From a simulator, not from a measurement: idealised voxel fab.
Process module in this document: voxel capacitor over wiring
Each square cell in cross-section cut measures 5 nm, and the section as a whole is 165 nm wide.
How to read a cross-section here: the picture is a grid of square cells, written as bands going from the top down, and any band can span one or more rows of cells.
Quick guide to a band line: top height, bottom height (nm) up front; then every material left to right with its width in nm. Only one material and it's marked "throughout"? Then it fills the band edge to edge. And "empty" just means empty space.
It should be noted that heights are counted from 0, beneath which the wafer as supplied is of one material throughout, and that the lowest band possesses no lower boundary but continues downward, as written in "0 -> down".
A width given as "30->40" starts at the first number in the band's top row and ends at the second number in its bottom row, shifting by an equal amount at every step from row to row.
"all unchanged" for a step: no cell of the cross-section changed in that step.
The list in "Cavities, sealed" covers empty spaces of 8 cells or more that cannot reach the top through any open way, and it gives each as width x height at distance; the distance is from the left edge, and width, height and distance are in nm.
Step line, after settings: the simulator's comment on this step.
overlay nm: where the mask lay relative to plan, measured to the right, on steps with a mask; negatives go left.
Process steps - plan:
1 RECEIVE [material Si]
2 CONFORMAL_DEP [material SiO2] [thk nm 10]
3 DIRECTIONAL_DEP [material TiN] [thk nm 5]
4 DIRECTIONAL_DEP [material Ru] [thk nm 25]
5 DIRECTIONAL_DEP [material aC] [thk nm 15]
6 PATTERN [tone cover] [mask id METAL_1] [material resist] [width nm 20] [pitch nm 75] [thk nm 35] [overlay nm 0]
7 DIRECTIONAL_ETCH [etch materials aC] [depth nm 15]
8 STRIP [etch materials resist]
9 DIRECTIONAL_ETCH [etch materials Ru] [depth nm 25]
10 DIRECTIONAL_ETCH [etch materials TiN] [depth nm 5]
11 STRIP [etch materials aC]
12 FILL_DEP [material SiO2] [thk nm 10]
13 CMP [height nm 40]
14 CONFORMAL_DEP [material SiCN] [thk nm 5]
15 DIRECTIONAL_DEP [material SiO2] [thk nm 20]
16 DIRECTIONAL_DEP [material aC] [thk nm 15]
17 PATTERN [tone open] [mask id PLUG_1] [material resist] [width nm 15] [thk nm 30] [overlay nm 0]
18 DIRECTIONAL_ETCH [etch materials aC] [depth nm 15]
19 STRIP [etch materials resist]
20 DIRECTIONAL_ETCH [etch materials SiO2] [depth nm 20]
21 DIRECTIONAL_ETCH [etch materials SiCN] [depth nm 5]
22 STRIP [etch materials aC]
23 EPI [material Ru] [thk nm 10]
24 EPI [material Ru] [thk nm 10]
25 EPI [material Ru] [thk nm 5]
26 DIRECTIONAL_DEP [material TiN] [thk nm 5]
27 DIRECTIONAL_DEP [material HfO2] [thk nm 5]
28 DIRECTIONAL_DEP [material TiN] [thk nm 10]
29 MASKED_ETCH [tone cover] [mask id UPPER_PLATE] [width nm 60] [etch materials TiN] [depth nm 10] [overlay nm 0]
30 MASKED_ETCH [tone cover] [mask id UPPER_PLATE] [width nm 60] [etch materials HfO2] [depth nm 5] [overlay nm 0]
31 MASKED_ETCH [tone cover] [mask id LOWER_PLATE] [width nm 70] [etch materials TiN] [depth nm 5] [overlay nm 0]
32 FILL_DEP [material SiO2] [thk nm 20]
33 CMP [height nm 100]
34 MASKED_ETCH [tone open] [mask id PLUG_2] [width nm 15] [etch materials SiO2] [depth nm 15] [overlay nm 0]
35 CONFORMAL_DEP [material TiN] [thk nm 5]
36 FILL_DEP [material Cu] [thk nm 10]
37 CMP [height nm 100]
38 CONFORMAL_DEP [material SiN] [thk nm 5]
So this is the incoming wafer in cross-section - it's already been through step 1:
    0 -> down  Si throughout
    Cavities, sealed: none
The module was run from the start shown above using the plan shown above, but one mistake was made doing it; the resulting wafer cross-section is below:
    105 -> 100  SiN throughout
    100 -> 90  50 of SiO2, then 5 of TiN, then 5 of Cu, then 5 of TiN, then 100 of SiO2
    90 -> 80  50->55 of SiO2, then 15->45 of TiN, then 100->65 of SiO2
    80 -> 75  40 of SiO2, then 60 of TiN, then 65 of SiO2
    75 -> 70  40 of SiO2, then 15 of TiN, then 45 of HfO2, then 65 of SiO2
    70 -> 65  35 of SiO2, then 5 of TiN, then 15 of HfO2, then 50 of TiN, then 60 of SiO2
    65 -> 60  40 of SiCN, then 15 of TiN, then 110 of SiCN
    60 -> 40  SiO2 throughout
    40 -> 15  35 of SiO2, then 20 of Ru, then 55 of SiO2, then 20 of Ru, then 35 of SiO2
    15 -> 10  35 of SiO2, then 20 of TiN, then 55 of SiO2, then 20 of TiN, then 35 of SiO2
    10 -> 0  SiO2 throughout
    0 -> down  Si throughout
    Cavities, sealed: none
What was done differently from what was planned? steps 14 and 15 got flipped, so each one ran where the other should have
